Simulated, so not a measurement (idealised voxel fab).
This is a process module. Its name is voxel self aligned vias.
170 nm wide, 5 nm square cells: that's cross-section cut.
In this document a cross-section is written as a grid of square cells. It is given as a series of bands, listed from the top down, and a band is one or more rows of cells.
For a band, the entry starts with two heights in nm, that of the top and then that of the bottom, and carries on with the band's materials in order from left to right, each alongside its width in nm; the word "edge to edge" beside a single material means it fills the band edge to edge, and "air" means empty space.
The reference from which all heights are counted is 0, the level beneath which the as-received wafer is entirely one material; the lowest band, having no lower bound, proceeds downward and is written after the example "0 down".
With a width like "30 to 40", each row of cells in the band differs from the next by the same amount, the top row carrying the first number and the bottom row the second.
Where a step carries "nothing altered", the cross-section came out of it unchanged, cell for cell.
Any empty space of 8 cells or more lacking an open way to the top shows up in "Non-vented voids" as width x height at distance, distance from the left edge, in nm.
The remark found on a step's line after its settings is issued by the simulator itself and pertains to that step.
A step's line can hold "overlay nm"; with a mask on that step, the setting says how far right of the planned place the mask lay, while a negative setting says it lay to the left.
### The steps planned for the process are as follows
1 RECEIVE,material Si
2 CONFORMAL_DEP,material SiO2,thk nm 10
3 CONFORMAL_DEP,material SiCN,thk nm 5
4 DIRECTIONAL_DEP,material lowk,thk nm 20
5 MASKED_ETCH,tone open,mask id LINES,width nm 20,pitch nm 70,etch materials lowk,depth nm 20,overlay nm 0
6 CONFORMAL_DEP,material TiN,thk nm 5
7 FILL_DEP,material Ru,thk nm 5
8 CMP,height nm 35
9 SELECTIVE_ETCH,etch materials W Ru TiN,depth nm 10
10 FILL_DEP,material SiN,thk nm 10
11 CMP,height nm 35
12 DIRECTIONAL_DEP,material lowk,thk nm 15
13 DIRECTIONAL_DEP,material aC,thk nm 10
14 PATTERN,tone open,mask id VIAS,material resist,width nm 40,pitch nm 70,thk nm 25,overlay nm 0
15 DIRECTIONAL_ETCH,etch materials aC,depth nm 10
16 STRIP,etch materials resist
17 DIRECTIONAL_ETCH,etch materials lowk,depth nm 15
18 DIRECTIONAL_ETCH,etch materials SiN,depth nm 10
19 STRIP,etch materials aC
20 CONFORMAL_DEP,material TiN,thk nm 5
21 FILL_DEP,material W,thk nm 10
22 CMP,height nm 50
23 CONFORMAL_DEP,material SiCN,thk nm 5
### Wafer cross-section on receipt, i.e. after step 1
- 0 down  Si edge to edge
- Non-vented voids: none
### Looking at the first of two wafers in cross-section at end of module - ran to plan
- 55 to 50  SiCN edge to edge
- 50 to 40  30 of lowk, then 5 of TiN, then 30 of W, then 5 of TiN, then 30 of lowk, then 5 of TiN, then 30 of W, then 5 of TiN, then 30 of lowk
- 40 to 30  30 to 40 of lowk, then 15 to 5 of TiN, then 10 of W, then 15 to 5 of TiN, then 30 to 50 of lowk, then 15 to 5 of TiN, then 10 of W, then 15 to 5 of TiN, then 30 to 40 of lowk
- 30 to 25  40 of lowk, then 20 of TiN, then 50 of lowk, then 20 of TiN, then 40 of lowk
- 25 to 20  40 of lowk, then 5 of TiN, then 10 of Ru, then 5 of TiN, then 50 of lowk, then 5 of TiN, then 10 of Ru, then 5 of TiN, then 40 of lowk
- 20 to 15  40 of lowk, then 20 of TiN, then 50 of lowk, then 20 of TiN, then 40 of lowk
- 15 to 10  SiCN edge to edge
- 10 to 0  SiO2 edge to edge
- 0 down  Si edge to edge
- Non-vented voids: none
### Here's the second of our two wafers sectioned at module end. Same start as the first, same plan, but one mistake got made running it
- 55 to 50  SiCN edge to edge
- 50 to 40  30 of lowk, then 5 of TiN, then 30 of W, then 5 of TiN, then 30 of lowk, then 5 of TiN, then 30 of W, then 5 of TiN, then 30 of lowk
- 40 to 30  30 to 40 of lowk, then 15 to 5 of TiN, then 10 of W, then 15 to 5 of TiN, then 30 to 50 of lowk, then 15 to 5 of TiN, then 10 of W, then 15 to 5 of TiN, then 30 to 40 of lowk
- 30 to 25  40 of lowk, then 20 of TiN, then 50 of lowk, then 20 of TiN, then 40 of lowk
- 25 to 20  40 of lowk, then 5 of TiN, then 10 of Ru, then 5 of TiN, then 50 of lowk, then 5 of TiN, then 10 of Ru, then 5 of TiN, then 40 of lowk
- 20 to 15  40 of lowk, then 20 of TiN, then 50 of lowk, then 20 of TiN, then 40 of lowk
- 15 to 5  SiO2 edge to edge
- 5 to 0  SiCN edge to edge
- 0 down  Si edge to edge
- Non-vented voids: none
Here's what went sideways: order of steps 2 and 3 inverted relative to the plan
By the end, you'd get the same cell count for each material on either wafer, but the second wafer puts them somewhere else.
